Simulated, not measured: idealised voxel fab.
Proc. module: voxel self aligned contacts
This is section cut - it's 205 nm across, gridded in 5 nm square cells.
A cross-section is written here as square cells arranged in a grid, and it is given in bands from the top down, each band taking up one or more rows of cells. Top, bottom (nm), then materials left to right with widths (nm); lone material tagged "everywhere" fills the whole band edge to edge; "air" = empty space. Convention: height 0 is the level below which the wafer, as received, is all one material. The lowest band does not terminate at the bottom but continues downward, represented as "from 0 down". The expression "30->40" gives the width at the extremes of the band, the first number at its top row of cells and the second at its bottom row, with the width changing by equal amounts from each row to the next in between. You'll sometimes find "nothing altered" written for a step, and that's the way of saying that nowhere in the cross-section did a cell change during that step. "Voids lacking openings" means: voids of 8 cells or more that are shut off from the top with no open way through. Written width x height at distance, distance from the left edge, in nm. Text after the settings on a step's line: the simulator's own remark on that step. When a step includes a mask, the "overlay nm" setting on its line states how far to the right of its planned place that mask lay, and negative values state how far to the left.
LISTED BELOW ARE THE PROCESS STEPS AS PLANNED
| 1 | RECEIVE (material Si) |
| 2 | OXIDIZE (depth nm 5) |
| 3 | DIRECTIONAL_DEP (material polySi; thk nm 20) |
| 4 | DIRECTIONAL_DEP (material SiN; thk nm 15) |
| 5 | DIRECTIONAL_DEP (material aC; thk nm 10) |
| 6 | PATTERN (tone cover; mask id GATE; material resist; width nm 30; pitch nm 55; thk nm 25; overlay nm 0) |
| 7 | DIRECTIONAL_ETCH (etch materials aC; depth nm 10) |
| 8 | STRIP (etch materials resist) |
| 9 | DIRECTIONAL_ETCH (etch materials SiN; depth nm 15) |
| 10 | DIRECTIONAL_ETCH (etch materials polySi; depth nm 20) |
| 11 | STRIP (etch materials aC) |
| 12 | CONFORMAL_DEP (material SiN; thk nm 5) |
| 13 | DIRECTIONAL_ETCH (etch materials SiN; depth nm 5) |
| 14 | FILL_DEP (material SiO2; thk nm 15) |
| 15 | CMP (height nm 40) |
| 16 | DIRECTIONAL_DEP (material aC; thk nm 10) |
| 17 | PATTERN (tone open; mask id CONTACT; material resist; width nm 35; pitch nm 55; thk nm 30; overlay nm 0) |
| 18 | DIRECTIONAL_ETCH (etch materials aC; depth nm 10) |
| 19 | STRIP (etch materials resist) |
| 20 | DIRECTIONAL_ETCH (etch materials SiO2; depth nm 45) |
| 21 | STRIP (etch materials aC) |
| 22 | CONFORMAL_DEP (material TiN; thk nm 5) |
| 23 | FILL_DEP (material Ru; thk nm 10) |
| 24 | CMP (height nm 40) |
| 25 | CONFORMAL_DEP (material SiN; thk nm 5) |
HERE'S WHAT THE WAFER LOOKED LIKE IN CROSS-SECTION WHEN IT ARRIVED - THAT'S AFTER STEP 1
- from 0 down = Si everywhere
- Voids lacking openings: none
CROSS-SECTIONAL RESULT AFTER MODULE COMPLETION. NOTE: STARTING CONDITION AND PLAN ARE UNCHANGED FROM ABOVE; ONE PROCESSING MISTAKE WAS MADE
- from 45 to 40 = SiN everywhere
- from 40 to 35 = SiO2 (60)  TiN (10)  Ru (5)  TiN (15)  SiO2 (25)  TiN (10)  Ru (5)  TiN (15)  SiO2 (60)
- from 35 to 20 = SiO2 (25)  SiN (40)  TiN (5)  Ru (5)  TiN (5)  SiN (40)  TiN (5)  Ru (5)  TiN (5)  SiN (40)  SiO2 (30)
- from 20 to 0 = SiO2 (25)  SiN (5)  polySi (30)  SiN (5)  TiN (5)  Ru (5)  TiN (5)  SiN (5)  polySi (30)  SiN (5)  TiN (5)  Ru (5)  TiN (5)  SiN (5)  polySi (30)  SiN (5)  SiO2 (30)
- from 0 to -5 = SiO2 (65)  TiN (15)  SiO2 (40)  TiN (15)  SiO2 (70)
- from -5 down = Si everywhere
- Voids lacking openings: none
Which mistake was made when the wafer was run? note that step 17 departed from the planned setting and was carried out as PATTERN (tone open; mask id CONTACT; material resist; width nm 30; pitch nm 55; thk nm 30; overlay nm 0)
